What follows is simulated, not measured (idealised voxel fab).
Process module name: voxel self aligned vias
Pictured: cross-section cut, 250 nm wide, on a grid of 5 nm square cells.
Format of a cross-section: grid, square cells. Given as bands. Order: top down. Band: one or more rows of cells.
Read a band's entry like this: the first values are the height of its top and the height of its bottom in nm, and what follows is the sequence of materials from left to right, each with its width in nm. Note that "blank" is empty space, and that a single material marked "everywhere" reaches across the band from edge to edge.
Heads up on the height convention: 0 is the point under which the incoming wafer is all one material, and the lowest band has no bottom, it just keeps going down, like "0 -> down".
Read "30->40" as a graded width: first number on top, second number at the bottom, same change between each pair of neighbouring rows.
Reading "nothing altered" for a step: not a cell of the cross-section changed in it.
"Closed void catalog" lists enclosed empty spaces (at least 8 cells, no open path upward to the top), each as width x height at distance from the left edge, in nm.
Text after the settings on a step's line: the simulator's own remark on that step.
"overlay nm" answers the question of how far to the right of plan the mask lay on a step that has a mask, and when it is negative the answer is to the left.
Everything after this point is organized in pairs: a cross-section before one process step, a cross-section after it that shows only as deep as the lowest changed band, and, under the pair, the intervening step with its settings. Because different runs of this module on the same starting wafer can supply different pairs, a pair continues from the pair above it only if its entry headed "Before processing step" says so.
[Before processing step]
> 0 -> down  Si everywhere
> Closed void catalog: none
[Cross-Section After Step]
> 15 -> 0  SiO2 everywhere
> Beneath the level 0, the cross-section is identical to its previous state.
> Closed void catalog: none
The structure shown above changes from one cross-section to the other through CONFORMAL_DEP,material SiO2,thk nm 15
Before processing step: The cross-section prior to this step is the one presented after the step of the pair immediately above.
[Cross-Section After Step]
> 20 -> 15  SiCN everywhere
> Beneath the level 15, the cross-section is identical to its previous state.
> Closed void catalog: none
The structure shown above changes from one cross-section to the other through CONFORMAL_DEP,material SiCN,thk nm 5
Before processing step: The cross-section prior to this step is the one presented after the step of the pair immediately above.
[Cross-Section After Step]
> 50 -> 20  SiO2 everywhere
> Beneath the level 20, the cross-section is identical to its previous state.
> Closed void catalog: none
The structure shown above changes from one cross-section to the other through DIRECTIONAL_DEP,material SiO2,thk nm 30
Before processing step: The cross-section prior to this step is the one presented after the step of the pair immediately above.
[Cross-Section After Step]
> 65 -> 50  75 nm resist, then 30 nm blank, then 35 nm resist, then 30 nm blank, then 80 nm resist
> Beneath the level 50, the cross-section is identical to its previous state.
> Closed void catalog: none
The structure shown above changes from one cross-section to the other through PATTERN,tone open,mask id LINES,material resist,width nm 30,pitch nm 65,thk nm 15,overlay nm 0
Before processing step: The cross-section prior to this step is the one presented after the step of the pair immediately above.
[Cross-Section After Step]
> 65 -> 50  75 nm resist, then 30 nm blank, then 35 nm resist, then 30 nm blank, then 80 nm resist
> 50 -> 20  75 nm SiO2, then 30 nm blank, then 35 nm SiO2, then 30 nm blank, then 80 nm SiO2
> Beneath the level 20, the cross-section is identical to its previous state.
> Closed void catalog: none
The structure shown above changes from one cross-section to the other through DIRECTIONAL_ETCH,etch materials SiO2,depth nm 30
Before processing step: The cross-section prior to this step is the one presented after the step of the pair immediately above.
[Cross-Section After Step]
> 50 -> 20  75 nm SiO2, then 30 nm blank, then 35 nm SiO2, then 30 nm blank, then 80 nm SiO2
> Beneath the level 20, the cross-section is identical to its previous state.
> Closed void catalog: none
The structure shown above changes from one cross-section to the other through STRIP,etch materials resist
Before processing step: The cross-section prior to this step is the one presented after the step of the pair immediately above.
[Cross-Section After Step]
> 55 -> 50  80 nm TiN, then 20 nm blank, then 45 nm TiN, then 20 nm blank, then 85 nm TiN
> 50 -> 25  75 nm SiO2, then 5 nm TiN, then 20 nm blank, then 5 nm TiN, then 35 nm SiO2, then 5 nm TiN, then 20 nm blank, then 5 nm TiN, then 80 nm SiO2
> 25 -> 20  75 nm SiO2, then 30 nm TiN, then 35 nm SiO2, then 30 nm TiN, then 80 nm SiO2
> Beneath the level 20, the cross-section is identical to its previous state.
> Closed void catalog: none
The structure shown above changes from one cross-section to the other through CONFORMAL_DEP,material TiN,thk nm 5
Before processing step: The cross-section prior to this step is the one presented after the step of the pair immediately above.
[Cross-Section After Step]
> 60 -> 55  Ru everywhere
> 55 -> 50  80 nm TiN, then 20 nm Ru, then 45 nm TiN, then 20 nm Ru, then 85 nm TiN
> 50 -> 25  75 nm SiO2, then 5 nm TiN, then 20 nm Ru, then 5 nm TiN, then 35 nm SiO2, then 5 nm TiN, then 20 nm Ru, then 5 nm TiN, then 80 nm SiO2
> Beneath the level 25, the cross-section is identical to its previous state.
> Closed void catalog: none
The structure shown above changes from one cross-section to the other through FILL_DEP,material Ru,thk nm 5
Before processing step: The cross-section prior to this step is the one presented after the step of the pair immediately above.
[Cross-Section After Step]
> 50 -> 25  75 nm SiO2, then 5 nm TiN, then 20 nm Ru, then 5 nm TiN, then 35 nm SiO2, then 5 nm TiN, then 20 nm Ru, then 5 nm TiN, then 80 nm SiO2
> Beneath the level 25, the cross-section is identical to its previous state.
> Closed void catalog: none
The structure shown above changes from one cross-section to the other through CMP,height nm 50
Before processing step: The cross-section prior to this step is the one presented after the step of the pair immediately above.
[Cross-Section After Step]
> 50 -> 45  75 nm SiO2, then 30 nm blank, then 35 nm SiO2, then 30 nm blank, then 80 nm SiO2
> Beneath the level 45, the cross-section is identical to its previous state.
> Closed void catalog: none
The structure shown above changes from one cross-section to the other through SELECTIVE_ETCH,etch materials W Ru TiN,depth nm 5
Before processing step: The cross-section prior to this step is the one presented after the step of the pair immediately above.
[Cross-Section After Step]
> 60 -> 50  SiN everywhere
> 50 -> 45  75 nm SiO2, then 30 nm SiN, then 35 nm SiO2, then 30 nm SiN, then 80 nm SiO2
> Beneath the level 45, the cross-section is identical to its previous state.
> Closed void catalog: none
The structure shown above changes from one cross-section to the other through FILL_DEP,material SiN,thk nm 10
Before processing step: The cross-section prior to this step is the one presented after the step of the pair immediately above.
[Cross-Section After Step]
> 50 -> 45  75 nm SiO2, then 30 nm SiN, then 35 nm SiO2, then 30 nm SiN, then 80 nm SiO2
> Beneath the level 45, the cross-section is identical to its previous state.
> Closed void catalog: none
The structure shown above changes from one cross-section to the other through CMP,height nm 50
Before processing step: The cross-section prior to this step is the one presented after the step of the pair immediately above.
[Cross-Section After Step]
> 65 -> 50  SiO2 everywhere
> Beneath the level 50, the cross-section is identical to its previous state.
> Closed void catalog: none
The structure shown above changes from one cross-section to the other through DIRECTIONAL_DEP,material SiO2,thk nm 15
Before processing step: The cross-section prior to this step is the one presented after the step of the pair immediately above.
[Cross-Section After Step]
> 65 -> 50  65 nm SiO2, then 50 nm blank, then 15 nm SiO2, then 50 nm blank, then 70 nm SiO2
> Beneath the level 50, the cross-section is identical to its previous state.
> Closed void catalog: none
The structure shown above changes from one cross-section to the other through MASKED_ETCH,tone open,mask id VIAS,width nm 50,pitch nm 65,etch materials SiO2,depth nm 15,overlay nm 0
Before processing step: The cross-section prior to this step is the one presented after the step of the pair immediately above.
[Cross-Section After Step]
> 65 -> 50  65 nm SiO2, then 50 nm blank, then 15 nm SiO2, then 50 nm blank, then 70 nm SiO2
> 50 -> 45  75 nm SiO2, then 30 nm blank, then 35 nm SiO2, then 30 nm blank, then 80 nm SiO2
> Beneath the level 45, the cross-section is identical to its previous state.
> Closed void catalog: none
The structure shown above changes from one cross-section to the other through MASKED_ETCH,tone open,mask id VIAS,width nm 50,pitch nm 65,etch materials SiN,depth nm 5,overlay nm 0
Before processing step: The cross-section prior to this step is the one presented after the step of the pair immediately above.
[Cross-Section After Step]
> 70 -> 65  70 nm TiN, then 40 nm blank, then 25 nm TiN, then 40 nm blank, then 75 nm TiN
> 65 -> 55  65 nm SiO2, then 5 nm TiN, then 40 nm blank, then 5 nm TiN, then 15 nm SiO2, then 5 nm TiN, then 40 nm blank, then 5 nm TiN, then 70 nm SiO2
> 55 -> 50  65 nm SiO2, then 15 nm TiN, then 20 nm blank, then 15 nm TiN, then 15 nm SiO2, then 15 nm TiN, then 20 nm blank, then 15 nm TiN, then 70 nm SiO2
> 50 -> 45  75 nm SiO2, then 30 nm TiN, then 35 nm SiO2, then 30 nm TiN, then 80 nm SiO2
> Beneath the level 45, the cross-section is identical to its previous state.
> Closed void catalog: none
The structure shown above changes from one cross-section to the other through CONFORMAL_DEP,material TiN,thk nm 5
Before processing step: The cross-section prior to this step is the one presented after the step of the pair immediately above.
[Cross-Section After Step]
> 80 -> 70  W everywhere
> 70 -> 65  70 nm TiN, then 40 nm W, then 25 nm TiN, then 40 nm W, then 75 nm TiN
> 65 -> 55  65 nm SiO2, then 5 nm TiN, then 40 nm W, then 5 nm TiN, then 15 nm SiO2, then 5 nm TiN, then 40 nm W, then 5 nm TiN, then 70 nm SiO2
> 55 -> 50  65 nm SiO2, then 15 nm TiN, then 20 nm W, then 15 nm TiN, then 15 nm SiO2, then 15 nm TiN, then 20 nm W, then 15 nm TiN, then 70 nm SiO2
> Beneath the level 50, the cross-section is identical to its previous state.
> Closed void catalog: none
The structure shown above changes from one cross-section to the other through FILL_DEP,material W,thk nm 10
Before processing step: The cross-section prior to this step is the one presented after the step of the pair immediately above.
[Cross-Section After Step]
> 65 -> 55  65 nm SiO2, then 5 nm TiN, then 40 nm W, then 5 nm TiN, then 15 nm SiO2, then 5 nm TiN, then 40 nm W, then 5 nm TiN, then 70 nm SiO2
> Beneath the level 55, the cross-section is identical to its previous state.
> Closed void catalog: none
The structure shown above changes from one cross-section to the other through CMP,height nm 65
Before processing step: The cross-section prior to this step is the one presented after the step of the pair immediately above.
[Cross-Section After Step]
> 70 -> 65  SiN everywhere
> Beneath the level 65, the cross-section is identical to its previous state.
> Closed void catalog: none
The structure shown above changes from one cross-section to the other through CONFORMAL_DEP,material SiN,thk nm 5
[Before processing step]
> 80 -> 70  W everywhere
> 70 -> 65  70 nm TiN, then 40 nm W, then 25 nm TiN, then 40 nm W, then 75 nm TiN
> 65 -> 55  65 nm SiO2, then 5 nm TiN, then 40 nm W, then 5 nm TiN, then 15 nm SiO2, then 5 nm TiN, then 40 nm W, then 5 nm TiN, then 70 nm SiO2
> 55 -> 50  65 nm SiO2, then 15 nm TiN, then 20 nm W, then 15 nm TiN, then 15 nm SiO2, then 15 nm TiN, then 20 nm W, then 15 nm TiN, then 70 nm SiO2
> 50 -> 45  75 nm SiO2, then 30 nm TiN, then 35 nm SiO2, then 30 nm TiN, then 80 nm SiO2
> 45 -> 25  75 nm SiO2, then 5 nm TiN, then 20 nm Ru, then 5 nm TiN, then 35 nm SiO2, then 5 nm TiN, then 20 nm Ru, then 5 nm TiN, then 80 nm SiO2
> 25 -> 20  75 nm SiO2, then 30 nm TiN, then 35 nm SiO2, then 30 nm TiN, then 80 nm SiO2
> 20 -> 15  SiCN everywhere
> 15 -> 0  SiO2 everywhere
> 0 -> down  Si everywhere
> Closed void catalog: none
[Cross-Section After Step]
> 85 -> 80  SiN everywhere
> Beneath the level 80, the cross-section is identical to its previous state.
> Closed void catalog: none
The structure shown above changes from one cross-section to the other through CONFORMAL_DEP,material SiN,thk nm 5
[Before processing step]
> 15 -> 0  SiO2 everywhere
> 0 -> down  Si everywhere
> Closed void catalog: none
[Cross-Section After Step]
> 30 -> 0  SiO2 everywhere
> Beneath the level 0, the cross-section is identical to its previous state.
> Closed void catalog: none
The structure shown above changes from one cross-section to the other through CONFORMAL_DEP,material SiO2,thk nm 15
Before processing step: The cross-section prior to this step is the one presented after the step of the pair immediately above.
[Cross-Section After Step]
> 35 -> 30  SiCN everywhere
> Beneath the level 30, the cross-section is identical to its previous state.
> Closed void catalog: none
The structure shown above changes from one cross-section to the other through CONFORMAL_DEP,material SiCN,thk nm 5
Before processing step: The cross-section prior to this step is the one presented after the step of the pair immediately above.
[Cross-Section After Step]
> 65 -> 35  SiO2 everywhere
> Beneath the level 35, the cross-section is identical to its previous state.
> Closed void catalog: none
The structure shown above changes from one cross-section to the other through DIRECTIONAL_DEP,material SiO2,thk nm 30
Before processing step: The cross-section prior to this step is the one presented after the step of the pair immediately above.
[Cross-Section After Step]
> 80 -> 65  75 nm resist, then 30 nm blank, then 35 nm resist, then 30 nm blank, then 80 nm resist
> Beneath the level 65, the cross-section is identical to its previous state.
> Closed void catalog: none
The structure shown above changes from one cross-section to the other through PATTERN,tone open,mask id LINES,material resist,width nm 30,pitch nm 65,thk nm 15,overlay nm 0
Before processing step: The cross-section prior to this step is the one presented after the step of the pair immediately above.
[Cross-Section After Step]
> 80 -> 65  75 nm resist, then 30 nm blank, then 35 nm resist, then 30 nm blank, then 80 nm resist
> 65 -> 35  75 nm SiO2, then 30 nm blank, then 35 nm SiO2, then 30 nm blank, then 80 nm SiO2
> Beneath the level 35, the cross-section is identical to its previous state.
> Closed void catalog: none
The structure shown above changes from one cross-section to the other through DIRECTIONAL_ETCH,etch materials SiO2,depth nm 30
Before processing step: The cross-section prior to this step is the one presented after the step of the pair immediately above.
[Cross-Section After Step]
> 65 -> 35  75 nm SiO2, then 30 nm blank, then 35 nm SiO2, then 30 nm blank, then 80 nm SiO2
> Beneath the level 35, the cross-section is identical to its previous state.
> Closed void catalog: none
The structure shown above changes from one cross-section to the other through STRIP,etch materials resist
Before processing step: The cross-section prior to this step is the one presented after the step of the pair immediately above.
[Cross-Section After Step]
> 70 -> 65  80 nm TiN, then 20 nm blank, then 45 nm TiN, then 20 nm blank, then 85 nm TiN
> 65 -> 40  75 nm SiO2, then 5 nm TiN, then 20 nm blank, then 5 nm TiN, then 35 nm SiO2, then 5 nm TiN, then 20 nm blank, then 5 nm TiN, then 80 nm SiO2
> 40 -> 35  75 nm SiO2, then 30 nm TiN, then 35 nm SiO2, then 30 nm TiN, then 80 nm SiO2
> Beneath the level 35, the cross-section is identical to its previous state.
> Closed void catalog: none
The structure shown above changes from one cross-section to the other through CONFORMAL_DEP,material TiN,thk nm 5
Before processing step: The cross-section prior to this step is the one presented after the step of the pair immediately above.
[Cross-Section After Step]
> 75 -> 70  Ru everywhere
> 70 -> 65  80 nm TiN, then 20 nm Ru, then 45 nm TiN, then 20 nm Ru, then 85 nm TiN
> 65 -> 40  75 nm SiO2, then 5 nm TiN, then 20 nm Ru, then 5 nm TiN, then 35 nm SiO2, then 5 nm TiN, then 20 nm Ru, then 5 nm TiN, then 80 nm SiO2
> Beneath the level 40, the cross-section is identical to its previous state.
> Closed void catalog: none
The structure shown above changes from one cross-section to the other through FILL_DEP,material Ru,thk nm 5
Before processing step: The cross-section prior to this step is the one presented after the step of the pair immediately above.
[Cross-Section After Step]
> 50 -> 40  75 nm SiO2, then 5 nm TiN, then 20 nm Ru, then 5 nm TiN, then 35 nm SiO2, then 5 nm TiN, then 20 nm Ru, then 5 nm TiN, then 80 nm SiO2
> Beneath the level 40, the cross-section is identical to its previous state.
> Closed void catalog: none
The structure shown above changes from one cross-section to the other through CMP,height nm 50
Before processing step: The cross-section prior to this step is the one presented after the step of the pair immediately above.
[Cross-Section After Step]
> 50 -> 45  75 nm SiO2, then 30 nm blank, then 35 nm SiO2, then 30 nm blank, then 80 nm SiO2
> Beneath the level 45, the cross-section is identical to its previous state.
> Closed void catalog: none
The structure shown above changes from one cross-section to the other through SELECTIVE_ETCH,etch materials W Ru TiN,depth nm 5
Before processing step: The cross-section prior to this step is the one presented after the step of the pair immediately above.
[Cross-Section After Step]
> 60 -> 50  SiN everywhere
> 50 -> 45  75 nm SiO2, then 30 nm SiN, then 35 nm SiO2, then 30 nm SiN, then 80 nm SiO2
> Beneath the level 45, the cross-section is identical to its previous state.
> Closed void catalog: none
The structure shown above changes from one cross-section to the other through FILL_DEP,material SiN,thk nm 10
Before processing step: The cross-section prior to this step is the one presented after the step of the pair immediately above.
[Cross-Section After Step]
> 50 -> 45  75 nm SiO2, then 30 nm SiN, then 35 nm SiO2, then 30 nm SiN, then 80 nm SiO2
> Beneath the level 45, the cross-section is identical to its previous state.
> Closed void catalog: none
The structure shown above changes from one cross-section to the other through CMP,height nm 50
Before processing step: The cross-section prior to this step is the one presented after the step of the pair immediately above.
[Cross-Section After Step]
> 65 -> 50  SiO2 everywhere
> Beneath the level 50, the cross-section is identical to its previous state.
> Closed void catalog: none
The structure shown above changes from one cross-section to the other through DIRECTIONAL_DEP,material SiO2,thk nm 15
Before processing step: The cross-section prior to this step is the one presented after the step of the pair immediately above.
[Cross-Section After Step]
> 65 -> 50  65 nm SiO2, then 50 nm blank, then 15 nm SiO2, then 50 nm blank, then 70 nm SiO2
> Beneath the level 50, the cross-section is identical to its previous state.
> Closed void catalog: none
The structure shown above changes from one cross-section to the other through MASKED_ETCH,tone open,mask id VIAS,width nm 50,pitch nm 65,etch materials SiO2,depth nm 15,overlay nm 0
Before processing step: The cross-section prior to this step is the one presented after the step of the pair immediately above.
[Cross-Section After Step]
> 65 -> 50  65 nm SiO2, then 50 nm blank, then 15 nm SiO2, then 50 nm blank, then 70 nm SiO2
> 50 -> 45  75 nm SiO2, then 30 nm blank, then 35 nm SiO2, then 30 nm blank, then 80 nm SiO2
> Beneath the level 45, the cross-section is identical to its previous state.
> Closed void catalog: none
The structure shown above changes from one cross-section to the other through MASKED_ETCH,tone open,mask id VIAS,width nm 50,pitch nm 65,etch materials SiN,depth nm 5,overlay nm 0
Before processing step: The cross-section prior to this step is the one presented after the step of the pair immediately above.
[Cross-Section After Step]
> 70 -> 65  70 nm TiN, then 40 nm blank, then 25 nm TiN, then 40 nm blank, then 75 nm TiN
> 65 -> 55  65 nm SiO2, then 5 nm TiN, then 40 nm blank, then 5 nm TiN, then 15 nm SiO2, then 5 nm TiN, then 40 nm blank, then 5 nm TiN, then 70 nm SiO2
> 55 -> 50  65 nm SiO2, then 15 nm TiN, then 20 nm blank, then 15 nm TiN, then 15 nm SiO2, then 15 nm TiN, then 20 nm blank, then 15 nm TiN, then 70 nm SiO2
> 50 -> 45  75 nm SiO2, then 30 nm TiN, then 35 nm SiO2, then 30 nm TiN, then 80 nm SiO2
> Beneath the level 45, the cross-section is identical to its previous state.
> Closed void catalog: none
The structure shown above changes from one cross-section to the other through CONFORMAL_DEP,material TiN,thk nm 5
Before processing step: The cross-section prior to this step is the one presented after the step of the pair immediately above.
[Cross-Section After Step]
> 80 -> 70  W everywhere
> 70 -> 65  70 nm TiN, then 40 nm W, then 25 nm TiN, then 40 nm W, then 75 nm TiN
> 65 -> 55  65 nm SiO2, then 5 nm TiN, then 40 nm W, then 5 nm TiN, then 15 nm SiO2, then 5 nm TiN, then 40 nm W, then 5 nm TiN, then 70 nm SiO2
> 55 -> 50  65 nm SiO2, then 15 nm TiN, then 20 nm W, then 15 nm TiN, then 15 nm SiO2, then 15 nm TiN, then 20 nm W, then 15 nm TiN, then 70 nm SiO2
> Beneath the level 50, the cross-section is identical to its previous state.
> Closed void catalog: none
The structure shown above changes from one cross-section to the other through FILL_DEP,material W,thk nm 10
Before processing step: The cross-section prior to this step is the one presented after the step of the pair immediately above.
[Cross-Section After Step]
> 65 -> 55  65 nm SiO2, then 5 nm TiN, then 40 nm W, then 5 nm TiN, then 15 nm SiO2, then 5 nm TiN, then 40 nm W, then 5 nm TiN, then 70 nm SiO2
> Beneath the level 55, the cross-section is identical to its previous state.
> Closed void catalog: none
The structure shown above changes from one cross-section to the other through CMP,height nm 65
Before processing step: The cross-section prior to this step is the one presented after the step of the pair immediately above.
[Cross-Section After Step]
> 70 -> 65  SiN everywhere
> Beneath the level 65, the cross-section is identical to its previous state.
> Closed void catalog: none
The structure shown above changes from one cross-section to the other through CONFORMAL_DEP,material SiN,thk nm 5
[Before processing step]
> 15 -> 0  SiO2 everywhere
> 0 -> down  Si everywhere
> Closed void catalog: none
[Cross-Section After Step]
> 45 -> 0  SiO2 everywhere
> Beneath the level 0, the cross-section is identical to its previous state.
> Closed void catalog: none
The structure shown above changes from one cross-section to the other through DIRECTIONAL_DEP,material SiO2,thk nm 30
Before processing step: The cross-section prior to this step is the one presented after the step of the pair immediately above.
[Cross-Section After Step]
> 50 -> 45  SiCN everywhere
> Beneath the level 45, the cross-section is identical to its previous state.
> Closed void catalog: none
The structure shown above changes from one cross-section to the other through CONFORMAL_DEP,material SiCN,thk nm 5
Before processing step: The cross-section prior to this step is the one presented after the step of the pair immediately above.
[Cross-Section After Step]
> 65 -> 50  75 nm resist, then 30 nm blank, then 35 nm resist, then 30 nm blank, then 80 nm resist
> Beneath the level 50, the cross-section is identical to its previous state.
> Closed void catalog: none
The structure shown above changes from one cross-section to the other through PATTERN,tone open,mask id LINES,material resist,width nm 30,pitch nm 65,thk nm 15,overlay nm 0
Before processing step: The cross-section prior to this step is the one presented after the step of the pair immediately above.
[Cross-Section After Step]
> 50 -> 45  SiCN everywhere
> Beneath the level 45, the cross-section is identical to its previous state.
> Closed void catalog: none
The structure shown above changes from one cross-section to the other through STRIP,etch materials resist
Before processing step: The cross-section prior to this step is the one presented after the step of the pair immediately above.
[Cross-Section After Step]
> 55 -> 50  TiN everywhere
> Beneath the level 50, the cross-section is identical to its previous state.
> Closed void catalog: none
The structure shown above changes from one cross-section to the other through CONFORMAL_DEP,material TiN,thk nm 5
Before processing step: The cross-section prior to this step is the one presented after the step of the pair immediately above.
[Cross-Section After Step]
> 60 -> 55  Ru everywhere
> Beneath the level 55, the cross-section is identical to its previous state.
> Closed void catalog: none
The structure shown above changes from one cross-section to the other through FILL_DEP,material Ru,thk nm 5
Before processing step: The cross-section prior to this step is the one presented after the step of the pair immediately above.
[Cross-Section After Step]
> 50 -> 45  SiCN everywhere
> Beneath the level 45, the cross-section is identical to its previous state.
> Closed void catalog: none
The structure shown above changes from one cross-section to the other through CMP,height nm 50
Before processing step: The cross-section prior to this step is the one presented after the step of the pair immediately above.
[Cross-Section After Step]
> 60 -> 50  SiN everywhere
> Beneath the level 50, the cross-section is identical to its previous state.
> Closed void catalog: none
The structure shown above changes from one cross-section to the other through FILL_DEP,material SiN,thk nm 10
Before processing step: The cross-section prior to this step is the one presented after the step of the pair immediately above.
[Cross-Section After Step]
> 50 -> 45  SiCN everywhere
> Beneath the level 45, the cross-section is identical to its previous state.
> Closed void catalog: none
The structure shown above changes from one cross-section to the other through CMP,height nm 50
Before processing step: The cross-section prior to this step is the one presented after the step of the pair immediately above.
[Cross-Section After Step]
> 65 -> 50  SiO2 everywhere
> Beneath the level 50, the cross-section is identical to its previous state.
> Closed void catalog: none
The structure shown above changes from one cross-section to the other through DIRECTIONAL_DEP,material SiO2,thk nm 15
Before processing step: The cross-section prior to this step is the one presented after the step of the pair immediately above.
[Cross-Section After Step]
> 65 -> 50  65 nm SiO2, then 50 nm blank, then 15 nm SiO2, then 50 nm blank, then 70 nm SiO2
> Beneath the level 50, the cross-section is identical to its previous state.
> Closed void catalog: none
The structure shown above changes from one cross-section to the other through MASKED_ETCH,tone open,mask id VIAS,width nm 50,pitch nm 65,etch materials SiO2,depth nm 15,overlay nm 0
Before processing step: The cross-section prior to this step is the one presented after the step of the pair immediately above.
[Cross-Section After Step]
> 70 -> 65  70 nm TiN, then 40 nm blank, then 25 nm TiN, then 40 nm blank, then 75 nm TiN
> 65 -> 55  65 nm SiO2, then 5 nm TiN, then 40 nm blank, then 5 nm TiN, then 15 nm SiO2, then 5 nm TiN, then 40 nm blank, then 5 nm TiN, then 70 nm SiO2
> 55 -> 50  65 nm SiO2, then 50 nm TiN, then 15 nm SiO2, then 50 nm TiN, then 70 nm SiO2
> Beneath the level 50, the cross-section is identical to its previous state.
> Closed void catalog: none
The structure shown above changes from one cross-section to the other through CONFORMAL_DEP,material TiN,thk nm 5
Before processing step: The cross-section prior to this step is the one presented after the step of the pair immediately above.
[Cross-Section After Step]
> 80 -> 70  W everywhere
> 70 -> 65  70 nm TiN, then 40 nm W, then 25 nm TiN, then 40 nm W, then 75 nm TiN
> 65 -> 55  65 nm SiO2, then 5 nm TiN, then 40 nm W, then 5 nm TiN, then 15 nm SiO2, then 5 nm TiN, then 40 nm W, then 5 nm TiN, then 70 nm SiO2
> Beneath the level 55, the cross-section is identical to its previous state.
> Closed void catalog: none
The structure shown above changes from one cross-section to the other through FILL_DEP,material W,thk nm 10
Before processing step: The cross-section prior to this step is the one presented after the step of the pair immediately above.
[Cross-Section After Step]
> 65 -> 55  65 nm SiO2, then 5 nm TiN, then 40 nm W, then 5 nm TiN, then 15 nm SiO2, then 5 nm TiN, then 40 nm W, then 5 nm TiN, then 70 nm SiO2
> Beneath the level 55, the cross-section is identical to its previous state.
> Closed void catalog: none
The structure shown above changes from one cross-section to the other through CMP,height nm 65
Before processing step: The cross-section prior to this step is the one presented after the step of the pair immediately above.
[Cross-Section After Step]
> 70 -> 65  SiN everywhere
> Beneath the level 65, the cross-section is identical to its previous state.
> Closed void catalog: none
The structure shown above changes from one cross-section to the other through CONFORMAL_DEP,material SiN,thk nm 5
[Before processing step]
> 65 -> 50  SiO2 everywhere
> 50 -> 45  75 nm SiO2, then 30 nm SiN, then 35 nm SiO2, then 30 nm SiN, then 80 nm SiO2
> 45 -> 25  75 nm SiO2, then 5 nm TiN, then 20 nm Ru, then 5 nm TiN, then 35 nm SiO2, then 5 nm TiN, then 20 nm Ru, then 5 nm TiN, then 80 nm SiO2
> 25 -> 20  75 nm SiO2, then 30 nm TiN, then 35 nm SiO2, then 30 nm TiN, then 80 nm SiO2
> 20 -> 15  SiCN everywhere
> 15 -> 0  SiO2 everywhere
> 0 -> down  Si everywhere
> Closed void catalog: none
[Cross-Section After Step]
> 65 -> 50  65 nm SiO2, then 50 nm blank, then 15 nm SiO2, then 50 nm blank, then 70 nm SiO2
> 50 -> 45  65 nm SiO2, then 10 nm blank, then 30 nm SiN, then 10 nm blank, then 15 nm SiO2, then 10 nm blank, then 30 nm SiN, then 10 nm blank, then 70 nm SiO2
> Beneath the level 45, the cross-section is identical to its previous state.
> Closed void catalog: none
The structure shown above changes from one cross-section to the other through MASKED_ETCH,tone open,mask id VIAS,width nm 50,pitch nm 65,etch materials SiO2,depth nm 20,overlay nm 0
Before processing step: The cross-section prior to this step is the one presented after the step of the pair immediately above.
[Cross-Section After Step]
> 65 -> 45  65 nm SiO2, then 50 nm blank, then 15 nm SiO2, then 50 nm blank, then 70 nm SiO2
> Beneath the level 45, the cross-section is identical to its previous state.
> Closed void catalog: none
The structure shown above changes from one cross-section to the other through MASKED_ETCH,tone open,mask id VIAS,width nm 50,pitch nm 65,etch materials SiN,depth nm 5,overlay nm 0
Before processing step: The cross-section prior to this step is the one presented after the step of the pair immediately above.
[Cross-Section After Step]
> 70 -> 65  70 nm TiN, then 40 nm blank, then 25 nm TiN, then 40 nm blank, then 75 nm TiN
> 65 -> 50  65 nm SiO2, then 5 nm TiN, then 40 nm blank, then 5 nm TiN, then 15 nm SiO2, then 5 nm TiN, then 40 nm blank, then 5 nm TiN, then 70 nm SiO2
> 50 -> 45  65 nm SiO2, then 50 nm TiN, then 15 nm SiO2, then 50 nm TiN, then 70 nm SiO2
> Beneath the level 45, the cross-section is identical to its previous state.
> Closed void catalog: none
The structure shown above changes from one cross-section to the other through CONFORMAL_DEP,material TiN,thk nm 5
Before processing step: The cross-section prior to this step is the one presented after the step of the pair immediately above.
[Cross-Section After Step]
> 80 -> 70  W everywhere
> 70 -> 65  70 nm TiN, then 40 nm W, then 25 nm TiN, then 40 nm W, then 75 nm TiN
> 65 -> 50  65 nm SiO2, then 5 nm TiN, then 40 nm W, then 5 nm TiN, then 15 nm SiO2, then 5 nm TiN, then 40 nm W, then 5 nm TiN, then 70 nm SiO2
> Beneath the level 50, the cross-section is identical to its previous state.
> Closed void catalog: none
The structure shown above changes from one cross-section to the other through FILL_DEP,material W,thk nm 10
Before processing step: The cross-section prior to this step is the one presented after the step of the pair immediately above.
[Cross-Section After Step]
> 65 -> 50  65 nm SiO2, then 5 nm TiN, then 40 nm W, then 5 nm TiN, then 15 nm SiO2, then 5 nm TiN, then 40 nm W, then 5 nm TiN, then 70 nm SiO2
> Beneath the level 50, the cross-section is identical to its previous state.
> Closed void catalog: none
The structure shown above changes from one cross-section to the other through CMP,height nm 65
Before processing step: The cross-section prior to this step is the one presented after the step of the pair immediately above.
[Cross-Section After Step]
> 70 -> 65  SiN everywhere
> Beneath the level 65, the cross-section is identical to its previous state.
> Closed void catalog: none
The structure shown above changes from one cross-section to the other through CONFORMAL_DEP,material SiN,thk nm 5
[Before processing step]
> 50 -> 20  SiO2 everywhere
> 20 -> 15  SiCN everywhere
> 15 -> 0  SiO2 everywhere
> 0 -> down  Si everywhere
> Closed void catalog: none
[Cross-Section After Step]
> 65 -> 50  75 nm resist, then 35 nm blank, then 30 nm resist, then 35 nm blank, then 75 nm resist
> Beneath the level 50, the cross-section is identical to its previous state.
> Closed void catalog: none
The structure shown above changes from one cross-section to the other through PATTERN,tone open,mask id LINES,material resist,width nm 35,pitch nm 65,thk nm 15,overlay nm 0
Before processing step: The cross-section prior to this step is the one presented after the step of the pair immediately above.
[Cross-Section After Step]
> 65 -> 50  75 nm resist, then 35 nm blank, then 30 nm resist, then 35 nm blank, then 75 nm resist
> 50 -> 20  75 nm SiO2, then 35 nm blank, then 30 nm SiO2, then 35 nm blank, then 75 nm SiO2
> Beneath the level 20, the cross-section is identical to its previous state.
> Closed void catalog: none
The structure shown above changes from one cross-section to the other through DIRECTIONAL_ETCH,etch materials SiO2,depth nm 30
Before processing step: The cross-section prior to this step is the one presented after the step of the pair immediately above.
[Cross-Section After Step]
> 50 -> 20  75 nm SiO2, then 35 nm blank, then 30 nm SiO2, then 35 nm blank, then 75 nm SiO2
> Beneath the level 20, the cross-section is identical to its previous state.
> Closed void catalog: none
The structure shown above changes from one cross-section to the other through STRIP,etch materials resist
Before processing step: The cross-section prior to this step is the one presented after the step of the pair immediately above.
[Cross-Section After Step]
> 55 -> 50  80 nm TiN, then 25 nm blank, then 40 nm TiN, then 25 nm blank, then 80 nm TiN
> 50 -> 25  75 nm SiO2, then 5 nm TiN, then 25 nm blank, then 5 nm TiN, then 30 nm SiO2, then 5 nm TiN, then 25 nm blank, then 5 nm TiN, then 75 nm SiO2
> 25 -> 20  75 nm SiO2, then 35 nm TiN, then 30 nm SiO2, then 35 nm TiN, then 75 nm SiO2
> Beneath the level 20, the cross-section is identical to its previous state.
> Closed void catalog: none
The structure shown above changes from one cross-section to the other through CONFORMAL_DEP,material TiN,thk nm 5
